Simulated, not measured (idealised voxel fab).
Process module, titled voxel self aligned contacts
Xsec cut, 215 nm wide, square cell size 5 nm.
Format of a cross-section: grid, square cells. Given as bands. Order: top down. Band: one or more rows of cells.
Top, bottom (nm), then materials left to right with widths (nm); lone material tagged "full width" fills the whole band edge to edge; "blank" = empty space.
Heights are expressed relative to 0, this being the level below which the as-received wafer comprises one material exclusively. The lowest band is unbounded in the downward direction and is denoted as in "top 0, no bottom".
Graded width ("30..40"): value in top row of band = first number; value in bottom row = second number; row-to-row change constant.
No cell of the cross-section changed in a step that is given as "changes: none".
"Sealed voids" enumerates empty spaces isolated from the top, with no open way to it, that contain at least 8 cells, giving each as width x height at distance from the left edge, all three in nm.
Where a step's line continues beyond its settings, the continuation is a remark by the simulator itself on that step.
What "overlay nm" on a step's line means: if the step has a mask, that mask lay this far to the right of its planned place, or, when the value is negative, to the left.

Process steps (planned)
- 1: op RECEIVE | material Si
- 2: op OXIDIZE | depth nm 5
- 3: op DIRECTIONAL_DEP | material polySi | thk nm 20
- 4: op DIRECTIONAL_DEP | material SiN | thk nm 20
- 5: op PATTERN | tone cover | mask id GATE | material resist | width nm 25 | pitch nm 60 | thk nm 20 | overlay nm 0
- 6: op DIRECTIONAL_ETCH | etch materials SiN | depth nm 20
- 7: op DIRECTIONAL_ETCH | etch materials polySi | depth nm 20
- 8: op STRIP | etch materials resist
- 9: op CONFORMAL_DEP | material SiN | thk nm 10
- 10: op DIRECTIONAL_ETCH | etch materials SiN | depth nm 10
- 11: op FILL_DEP | material SiO2 | thk nm 15
- 12: op CMP | height nm 45
- 13: op DIRECTIONAL_DEP | material aC | thk nm 15
- 14: op PATTERN | tone open | mask id CONTACT | material resist | width nm 45 | pitch nm 60 | thk nm 35 | overlay nm 0
- 15: op DIRECTIONAL_ETCH | etch materials aC | depth nm 15
- 16: op STRIP | etch materials resist
- 17: op DIRECTIONAL_ETCH | etch materials SiO2 | depth nm 50
- 18: op STRIP | etch materials aC
- 19: op CONFORMAL_DEP | material TiN | thk nm 5
- 20: op FILL_DEP | material W | thk nm 5
- 21: op CMP | height nm 45
- 22: op CONFORMAL_DEP | material SiN | thk nm 5

The following pertains to the first of two wafers, which was processed as planned

This is the cross-section of the wafer as we received it, i.e. after step 1
> top 0, no bottom: Si full width
> Sealed voids: none

Take a look at the wafer's cross-section after step 2
> top 0, bottom -5: SiO2 full width
> Anything lower than -5 is untouched.

Take a look at the wafer's cross-section after step 3
> top 20, bottom 0: polySi full width
> Anything lower than 0 is untouched.

Take a look at the wafer's cross-section after step 4
> top 40, bottom 20: SiN full width
> Anything lower than 20 is untouched.

Take a look at the wafer's cross-section after step 5
> top 60, bottom 40: blank=35  resist=25  blank=35  resist=25  blank=35  resist=25  blank=35
> Anything lower than 40 is untouched.

Take a look at the wafer's cross-section after step 6
> top 60, bottom 40: blank=35  resist=25  blank=35  resist=25  blank=35  resist=25  blank=35
> top 40, bottom 20: blank=35  SiN=25  blank=35  SiN=25  blank=35  SiN=25  blank=35
> Anything lower than 20 is untouched.

Take a look at the wafer's cross-section after step 7
> top 60, bottom 40: blank=35  resist=25  blank=35  resist=25  blank=35  resist=25  blank=35
> top 40, bottom 20: blank=35  SiN=25  blank=35  SiN=25  blank=35  SiN=25  blank=35
> top 20, bottom 0: blank=35  polySi=25  blank=35  polySi=25  blank=35  polySi=25  blank=35
> Anything lower than 0 is untouched.

Take a look at the wafer's cross-section after step 8
> top 40, bottom 20: blank=35  SiN=25  blank=35  SiN=25  blank=35  SiN=25  blank=35
> Anything lower than 20 is untouched.

Take a look at the wafer's cross-section after step 9
> top 50, bottom 20: blank=25  SiN=45  blank=15  SiN=45  blank=15  SiN=45  blank=25
> top 20, bottom 10: blank=25  SiN=10  polySi=25  SiN=10  blank=15  SiN=10  polySi=25  SiN=10  blank=15  SiN=10  polySi=25  SiN=10  blank=25
> top 10, bottom 0: SiN=35  polySi=25  SiN=35  polySi=25  SiN=35  polySi=25  SiN=35
> Anything lower than 0 is untouched.

Take a look at the wafer's cross-section after step 10
> top 40, bottom 20: blank=25  SiN=45  blank=15  SiN=45  blank=15  SiN=45  blank=25
> top 20, bottom 0: blank=25  SiN=10  polySi=25  SiN=10  blank=15  SiN=10  polySi=25  SiN=10  blank=15  SiN=10  polySi=25  SiN=10  blank=25
> Anything lower than 0 is untouched.

Take a look at the wafer's cross-section after step 11
> top 55, bottom 40: SiO2 full width
> top 40, bottom 20: SiO2=25  SiN=45  SiO2=15  SiN=45  SiO2=15  SiN=45  SiO2=25
> top 20, bottom 0: SiO2=25  SiN=10  polySi=25  SiN=10  SiO2=15  SiN=10  polySi=25  SiN=10  SiO2=15  SiN=10  polySi=25  SiN=10  SiO2=25
> Anything lower than 0 is untouched.

Take a look at the wafer's cross-section after step 12
> top 45, bottom 40: SiO2 full width
> Anything lower than 40 is untouched.

Take a look at the wafer's cross-section after step 13
> top 60, bottom 45: aC full width
> Anything lower than 45 is untouched.

Take a look at the wafer's cross-section after step 14
> top 95, bottom 60: resist=55  blank=45  resist=15  blank=45  resist=55
> Anything lower than 60 is untouched.

Take a look at the wafer's cross-section after step 15
> top 80, bottom 60: resist=55  blank=45  resist=15  blank=45  resist=55
> top 60, bottom 45: aC=55  blank=45  aC=15  blank=45  aC=55
> Anything lower than 45 is untouched.

Take a look at the wafer's cross-section after step 16
> top 60, bottom 45: aC=55  blank=45  aC=15  blank=45  aC=55
> Anything lower than 45 is untouched.

Take a look at the wafer's cross-section after step 17
> top 60, bottom 45: aC=55  blank=45  aC=15  blank=45  aC=55
> top 45, bottom 40: SiO2=55  blank=45  SiO2=15  blank=45  SiO2=55
> top 40, bottom 20: SiO2=25  SiN=45  blank=15  SiN=45  blank=15  SiN=45  SiO2=25
> top 20, bottom 0: SiO2=25  SiN=10  polySi=25  SiN=10  blank=15  SiN=10  polySi=25  SiN=10  blank=15  SiN=10  polySi=25  SiN=10  SiO2=25
> top 0, bottom -5: SiO2=70  blank=15  SiO2=45  blank=15  SiO2=70
> Anything lower than -5 is untouched.

Take a look at the wafer's cross-section after step 18
> top 45, bottom 40: SiO2=55  blank=45  SiO2=15  blank=45  SiO2=55
> Anything lower than 40 is untouched.

Take a look at the wafer's cross-section after step 19
> top 50, bottom 45: TiN=60  blank=35  TiN=25  blank=35  TiN=60
> top 45, bottom 40: SiO2=55  TiN=20  blank=5  TiN=20  SiO2=15  TiN=20  blank=5  TiN=20  SiO2=55
> top 40, bottom 20: SiO2=25  SiN=45  TiN=5  blank=5  TiN=5  SiN=45  TiN=5  blank=5  TiN=5  SiN=45  SiO2=25
> top 20, bottom 0: SiO2=25  SiN=10  polySi=25  SiN=10  TiN=5  blank=5  TiN=5  SiN=10  polySi=25  SiN=10  TiN=5  blank=5  TiN=5  SiN=10  polySi=25  SiN=10  SiO2=25
> top 0, bottom -5: SiO2=70  TiN=15  SiO2=45  TiN=15  SiO2=70
> Anything lower than -5 is untouched.

Take a look at the wafer's cross-section after step 20
> top 55, bottom 50: W full width
> top 50, bottom 45: TiN=60  W=35  TiN=25  W=35  TiN=60
> top 45, bottom 40: SiO2=55  TiN=20  W=5  TiN=20  SiO2=15  TiN=20  W=5  TiN=20  SiO2=55
> top 40, bottom 20: SiO2=25  SiN=45  TiN=5  W=5  TiN=5  SiN=45  TiN=5  W=5  TiN=5  SiN=45  SiO2=25
> top 20, bottom 0: SiO2=25  SiN=10  polySi=25  SiN=10  TiN=5  W=5  TiN=5  SiN=10  polySi=25  SiN=10  TiN=5  W=5  TiN=5  SiN=10  polySi=25  SiN=10  SiO2=25
> Anything lower than 0 is untouched.

Take a look at the wafer's cross-section after step 21
> top 45, bottom 40: SiO2=55  TiN=20  W=5  TiN=20  SiO2=15  TiN=20  W=5  TiN=20  SiO2=55
> Anything lower than 40 is untouched.

Take a look at the wafer's cross-section after step 22
> top 50, bottom 45: SiN full width
> Anything lower than 45 is untouched.

Wafer two. Same start, same plan, one slip in execution. Same as wafer one through step 21, inclusive

Second wafer, cut view, end of step 22 per plan
> top 50, bottom 45: aC full width
> Anything lower than 45 is untouched.
So what did we get wrong on this run? step 22 did not use the planned setting and instead ran as op CONFORMAL_DEP | material aC | thk nm 5
Wrapping up, a cell-based count of both wafers puts the second over or under the first for these materials: SiN: 43 fewer | aC: 43 more
